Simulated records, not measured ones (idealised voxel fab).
process module | voxel double patterning
cross-section cut | 235 nm wide | cells 5 nm
A cross-section is a grid of square cells, given in bands from the top down. A band is one or more rows of cells.
Each band's line starts with the height of the band's top and of its bottom, in nm. Then come its materials from left to right, each with its width in nm. One material with "throughout" fills the band from edge to edge. "air" is empty space.
Height 0 is the level under which the wafer as received is all one material. The lowest band goes on downwards, as in "0 down".
A width such as "30 to 40" changes by the same amount from each row of cells to the next, from the band's top row to its bottom row.
"no change" after a step means that no cell of the cross-section changed.
closed voids: empty space of 8 cells or more with no open way to the top, each as width x height at its distance from the left edge, in nm
after a step's settings: what the simulator itself notes on the step
overlay nm, on a step with a mask: how far to the right of its planned place the mask lay; to the left if negative
plan
1 op RECEIVE | material Si
2 op CONFORMAL_DEP | material SiO2 | thk nm 10
3 op DIRECTIONAL_DEP | material W | thk nm 15
4 op DIRECTIONAL_DEP | material SiN | thk nm 10
5 op MASKED_ETCH | tone open | mask id FIRST | width nm 15 | pitch nm 50 | etch materials SiN | depth nm 10 | overlay nm 0
6 op DIRECTIONAL_DEP | material aC | thk nm 15
7 op PATTERN | tone open | mask id SECOND | material resist | width nm 15 | pitch nm 50 | thk nm 35 | overlay nm 0
8 op DIRECTIONAL_ETCH | etch materials aC | depth nm 15
9 op STRIP | etch materials resist
10 op DIRECTIONAL_ETCH | etch materials SiN | depth nm 5
11 op STRIP | etch materials aC
12 op DIRECTIONAL_ETCH | etch materials W | depth nm 15
13 op STRIP | etch materials SiN
varied across the wafers: depth nm of step 10. The plan shows the first wafer's value. All wafers start alike
first wafer as received, after step 1
  0 down: Si throughout
  closed voids: none
first wafer at the end, after step 13
  25 to 10: W 60 | air 15 | W 35 | air 15 | W 35 | air 15 | W 60
  10 to 0: SiO2 throughout
  0 down: Si throughout
  closed voids: none
last wafer at the end
  25 to 10: W 60 | air 15 | W 10 | air 15 | W 10 | air 15 | W 10 | air 15 | W 10 | air 15 | W 60
  10 to 0: SiO2 throughout
  0 down: Si throughout
  closed voids: none
each wafer at the end: cells of each material gained (+) or lost (-) since it was received, then its closed voids
depth nm 5 | +94 SiO2 | +114 W | closed voids: none
depth nm 10 | +94 SiO2 | +96 W | closed voids: none
depth nm 15 | +94 SiO2 | +96 W | closed voids: none
depth nm 20 | +94 SiO2 | +96 W | closed voids: none
depth nm 25 | +94 SiO2 | +96 W | closed voids: none
